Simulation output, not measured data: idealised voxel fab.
This is a process module. Its name is voxel wiring stack.
FYI the section here is cut, 160 nm wide, cells are 5 nm squares.
Format of a cross-section: grid, square cells. Given as bands. Order: top down. Band: one or more rows of cells.
For a band, the entry starts with two heights in nm, that of the top and then that of the bottom, and carries on with the band's materials in order from left to right, each alongside its width in nm; the word "all across" beside a single material means it fills the band edge to edge, and "air" means empty space.
The level at which height equals 0 is the one under which the wafer, as it arrives, is entirely one material. No lower edge exists for the bottom band, which continues downward and is notated as in "0 and below".
Graded width ("30->40"): value in top row of band = first number; value in bottom row = second number; row-to-row change constant.
Where the words "left unchanged" appear for a step, the cross-section shows no cell changed by that step; every cell remained as before.
Entry "Enclosed void inventory". Content: empty spaces with no open connection to the top, size 8 cells or greater. Each: width x height at distance. Distance: from left edge. Unit: nm.
Past the settings on a step's line: simulator remark, on that step.
If you see "overlay nm" on a step's line and that step has a mask, it's telling you how far right of where it was planned the mask ended up; a negative number means it went left instead.

[Below is the list of planned process steps]
1. RECEIVE: material Si
2. CONFORMAL_DEP: material SiO2, thk nm 15
3. DIRECTIONAL_DEP: material TiN, thk nm 5
4. DIRECTIONAL_DEP: material W, thk nm 20
5. MASKED_ETCH: tone cover, mask id METAL_1, width nm 20, pitch nm 50, etch materials W, depth nm 20, overlay nm 0
6. MASKED_ETCH: tone cover, mask id METAL_1, width nm 20, pitch nm 50, etch materials TiN, depth nm 5, overlay nm 0
7. FILL_DEP: material SiO2, thk nm 10
8. CMP: height nm 40
9. CONFORMAL_DEP: material SiCN, thk nm 5
10. DIRECTIONAL_DEP: material SiO2, thk nm 20
11. DIRECTIONAL_DEP: material aC, thk nm 5
12. PATTERN: tone open, mask id PLUG_1, material resist, width nm 15, pitch nm 50, thk nm 35, overlay nm 0
13. DIRECTIONAL_ETCH: etch materials aC, depth nm 15
14. STRIP: etch materials resist
15. DIRECTIONAL_ETCH: etch materials SiO2, depth nm 20
16. DIRECTIONAL_ETCH: etch materials SiCN, depth nm 5
17. STRIP: etch materials aC
18. EPI: material Ru, thk nm 10
19. EPI: material Ru, thk nm 10
20. EPI: material Ru, thk nm 5
21. DIRECTIONAL_DEP: material TiN, thk nm 5
22. DIRECTIONAL_DEP: material Ru, thk nm 25
23. PATTERN: tone cover, mask id METAL_2, material resist, width nm 20, pitch nm 50, thk nm 15, overlay nm 0
24. DIRECTIONAL_ETCH: etch materials Ru, depth nm 25
25. DIRECTIONAL_ETCH: etch materials TiN, depth nm 5
26. STRIP: etch materials resist
27. FILL_DEP: material SiO2, thk nm 10
28. CMP: height nm 95
29. CONFORMAL_DEP: material SiCN, thk nm 5
Keep in mind the plan's value for the thk nm of step 11 comes from the first wafer; the wafers don't share that setting, but they do share the same starting point.

[So this is the first of several wafers, cross-sectioned as it came to us, meaning it's at the end of step 1]
> 0 and below = Si all across
> Enclosed void inventory: none

[The table below has one row for each wafer; a row shows, as of the end of the module, how many cells of each material the wafer has gained, marked (+), or lost, marked (-), since it was received, and then the wafer's closed voids]
thk nm 5 | +105 Ru | +55 SiCN | +408 SiO2 | +24 TiN | +48 W | Enclosed void inventory: none
thk nm 10 | +105 Ru | +55 SiCN | +408 SiO2 | +24 TiN | +48 W | Enclosed void inventory: none
thk nm 15 | +105 Ru | +55 SiCN | +408 SiO2 | +24 TiN | +48 W | Enclosed void inventory: none
thk nm 20 | +60 Ru | +64 SiCN | +444 SiO2 | +24 TiN | +48 W | Enclosed void inventory: none
thk nm 25 | +60 Ru | +64 SiCN | +444 SiO2 | +24 TiN | +48 W | Enclosed void inventory: none
thk nm 30 | +60 Ru | +64 SiCN | +444 SiO2 | +24 TiN | +48 W | Enclosed void inventory: none
